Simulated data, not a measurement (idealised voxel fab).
Process module under the name voxel wiring stack
Section shown: cut. Width: 140 nm. Cell size: 5 nm, square.
A cross-section is written here as square cells arranged in a grid, and it is given in bands from the top down, each band taking up one or more rows of cells. Read a band's entry like this: the first values are the height of its top and the height of its bottom in nm, and what follows is the sequence of materials from left to right, each with its width in nm. Note that "empty" is empty space, and that a single material marked "throughout" reaches across the band from edge to edge. Height is counted from the level 0, under which the received wafer is composed throughout of one material. The lowest of the bands is not closed at the bottom but continues downward, in the notation "0 down". The two numbers in a width such as "30 to 40" mark its ends across the band: the first belongs to the top row of cells, the second to the bottom row, and from each row to the next the width moves by the same amount. Where a step carries "nothing got changed", the cross-section came out of it unchanged, cell for cell. Closed empty spaces (no open way to the top) of 8 cells or more are what "Completely sealed voids" lists, each as width x height at distance from the left edge, nm for all three. On a step's line, text after the settings is the simulator commenting on that step. overlay nm: mask offset rightward from planned place, masked step; negative means leftward offset.
**Below is the list of planned process steps**
step 1: RECEIVE,material Si
step 2: CONFORMAL_DEP,material SiO2,thk nm 10
step 3: CONFORMAL_DEP,material SiN,thk nm 5
step 4: DIRECTIONAL_DEP,material lowk,thk nm 15
step 5: PATTERN,tone open,mask id METAL_1,material resist,width nm 30,pitch nm 50,thk nm 20,overlay nm 0
step 6: DIRECTIONAL_ETCH,etch materials lowk,depth nm 15
step 7: DIRECTIONAL_ETCH,etch materials SiN,depth nm 5
step 8: STRIP,etch materials resist
step 9: CONFORMAL_DEP,material TiN,thk nm 5
step 10: FILL_DEP,material Cu,thk nm 5
step 11: CMP,height nm 30
step 12: CONFORMAL_DEP,material SiCN,thk nm 5
step 13: DIRECTIONAL_DEP,material SiO2,thk nm 30
step 14: MASKED_ETCH,tone open,mask id METAL_2_HOLES,width nm 15,pitch nm 50,etch materials SiO2,depth nm 30,overlay nm 0
step 15: DIRECTIONAL_DEP,material aC,thk nm 15
step 16: PATTERN,tone open,mask id METAL_2,material resist,width nm 30,pitch nm 50,thk nm 30,overlay nm 0
step 17: DIRECTIONAL_ETCH,etch materials aC,depth nm 15
step 18: STRIP,etch materials resist
step 19: DIRECTIONAL_ETCH,etch materials SiO2,depth nm 15
step 20: DIRECTIONAL_ETCH,etch materials SiCN,depth nm 5
step 21: STRIP,etch materials aC
step 22: CONFORMAL_DEP,material TiN,thk nm 5
step 23: FILL_DEP,material Cu,thk nm 5
step 24: CMP,height nm 65
step 25: CONFORMAL_DEP,material SiCN,thk nm 5
step 26: DIRECTIONAL_DEP,material lowk,thk nm 10
step 27: PATTERN,tone open,mask id PLUG_2,material resist,width nm 15,pitch nm 50,thk nm 15,overlay nm 0
step 28: DIRECTIONAL_ETCH,etch materials lowk,depth nm 10
step 29: DIRECTIONAL_ETCH,etch materials SiCN,depth nm 5
step 30: STRIP,etch materials resist
step 31: EPI,material Ru,thk nm 10
step 32: EPI,material Ru,thk nm 5
step 33: CONFORMAL_DEP,material SiCN,thk nm 5
step 34: DIRECTIONAL_DEP,material lowk,thk nm 15
step 35: PATTERN,tone open,mask id METAL_3,material resist,width nm 30,pitch nm 50,thk nm 20,overlay nm 0
step 36: DIRECTIONAL_ETCH,etch materials lowk,depth nm 15
step 37: DIRECTIONAL_ETCH,etch materials SiCN,depth nm 5
step 38: STRIP,etch materials resist
step 39: CONFORMAL_DEP,material TiN,thk nm 5
step 40: FILL_DEP,material Ru,thk nm 5
step 41: CMP,height nm 100
step 42: EPI,material Ru,thk nm 5
step 43: FILL_DEP,material SiCN,thk nm 5
step 44: DIRECTIONAL_DEP,material lowk,thk nm 30
step 45: PATTERN,tone open,mask id METAL_4_HOLES,material resist,width nm 15,thk nm 20,overlay nm 0
step 46: DIRECTIONAL_ETCH,etch materials lowk,depth nm 30
step 47: STRIP,etch materials resist
step 48: PATTERN,tone open,mask id METAL_4,material resist,width nm 30,pitch nm 50,thk nm 15,overlay nm 0
step 49: DIRECTIONAL_ETCH,etch materials lowk,depth nm 15
step 50: DIRECTIONAL_ETCH,etch materials SiCN,depth nm 5
step 51: STRIP,etch materials resist
step 52: CONFORMAL_DEP,material TiN,thk nm 5
step 53: FILL_DEP,material Cu,thk nm 10
step 54: CMP,height nm 140
step 55: CONFORMAL_DEP,material SiN,thk nm 5
**As received (post step 1): cross-section**
> 0 down  Si throughout
> Completely sealed voids: none
**First wafer of two, sectioned at end of module; run went per plan**
> 145 to 140  SiN throughout
> 140 to 130  lowk=30  TiN=5  Cu=20  TiN=5  lowk=20  TiN=5  Cu=20  TiN=5  lowk=30
> 130 to 125  lowk=30  TiN=5  Cu=5  TiN=20  lowk=20  TiN=30  lowk=30
> 125 to 110  lowk=30  TiN=5  Cu=5  TiN=5  lowk=95
> 110 to 105  SiCN=30  TiN=15  SiCN=95
> 105 to 100  SiCN=25  Ru=40  SiCN=10  Ru=40  SiCN=25
> 100 to 85  lowk=30  TiN=5  Ru=20  TiN=5  lowk=20  TiN=5  Ru=20  TiN=5  lowk=30
> 85 to 80  SiCN=30  TiN=30  SiCN=20  TiN=30  SiCN=30
> 80 to 70  lowk=30  Ru=15  lowk=35  Ru=15  lowk=45
> 70 to 65  SiCN=30  Ru=15  SiCN=35  Ru=15  SiCN=45
> 65 to 55  SiO2=30  TiN=5  Cu=20  TiN=5  SiO2=20  TiN=5  Cu=20  TiN=5  SiO2=30
> 55 to 50  SiO2=30  TiN=5  Cu=5  TiN=20  SiO2=20  TiN=5  Cu=5  TiN=20  SiO2=30
> 50 to 35  SiO2=30  TiN=5  Cu=5  TiN=5  SiO2=35  TiN=5  Cu=5  TiN=5  SiO2=45
> 35 to 30  SiCN=30  TiN=15  SiCN=35  TiN=15  SiCN=45
> 30 to 15  lowk=30  TiN=5  Cu=20  TiN=5  lowk=20  TiN=5  Cu=20  TiN=5  lowk=30
> 15 to 10  SiN=30  TiN=30  SiN=20  TiN=30  SiN=30
> 10 to 0  SiO2 throughout
> 0 down  Si throughout
> Completely sealed voids: none
**Second wafer cross-section at end of module - shared start and plan with the first, one mistake in the run**
> 145 to 140  SiN throughout
> 140 to 130  lowk=30  TiN=5  Cu=20  TiN=5  lowk=20  TiN=5  Cu=20  TiN=5  lowk=30
> 130 to 125  lowk=30  TiN=5  Cu=5  TiN=20  lowk=20  TiN=30  lowk=30
> 125 to 110  lowk=30  TiN=5  Cu=5  TiN=5  lowk=95
> 110 to 105  SiCN=30  TiN=15  SiCN=95
> 105 to 100  SiCN=25  Ru=45  SiCN=5  Ru=45  SiCN=20
> 100 to 85  lowk=30  TiN=5  Ru=25  TiN=5  lowk=15  TiN=5  Ru=25  TiN=5  lowk=25
> 85 to 80  SiCN=30  TiN=35  SiCN=15  TiN=35  SiCN=25
> 80 to 70  lowk=30  Ru=15  lowk=35  Ru=15  lowk=45
> 70 to 65  SiCN=30  Ru=15  SiCN=35  Ru=15  SiCN=45
> 65 to 55  SiO2=30  TiN=5  Cu=20  TiN=5  SiO2=20  TiN=5  Cu=20  TiN=5  SiO2=30
> 55 to 50  SiO2=30  TiN=5  Cu=5  TiN=20  SiO2=20  TiN=5  Cu=5  TiN=20  SiO2=30
> 50 to 35  SiO2=30  TiN=5  Cu=5  TiN=5  SiO2=35  TiN=5  Cu=5  TiN=5  SiO2=45
> 35 to 30  SiCN=30  TiN=15  SiCN=35  TiN=15  SiCN=45
> 30 to 15  lowk=30  TiN=5  Cu=20  TiN=5  lowk=20  TiN=5  Cu=20  TiN=5  lowk=30
> 15 to 10  SiN=30  TiN=30  SiN=20  TiN=30  SiN=30
> 10 to 0  SiO2 throughout
> 0 down  Si throughout
> Completely sealed voids: none
Finding, execution versus plan: step 35 ran differently from the plan; actual operation with settings: PATTERN,tone open,mask id METAL_3,material resist,width nm 35,pitch nm 50,thk nm 20,overlay nm 0
Cell-count delta at end, second wafer over first, by material: Ru +8 | SiCN -4 | TiN +2 | lowk -6
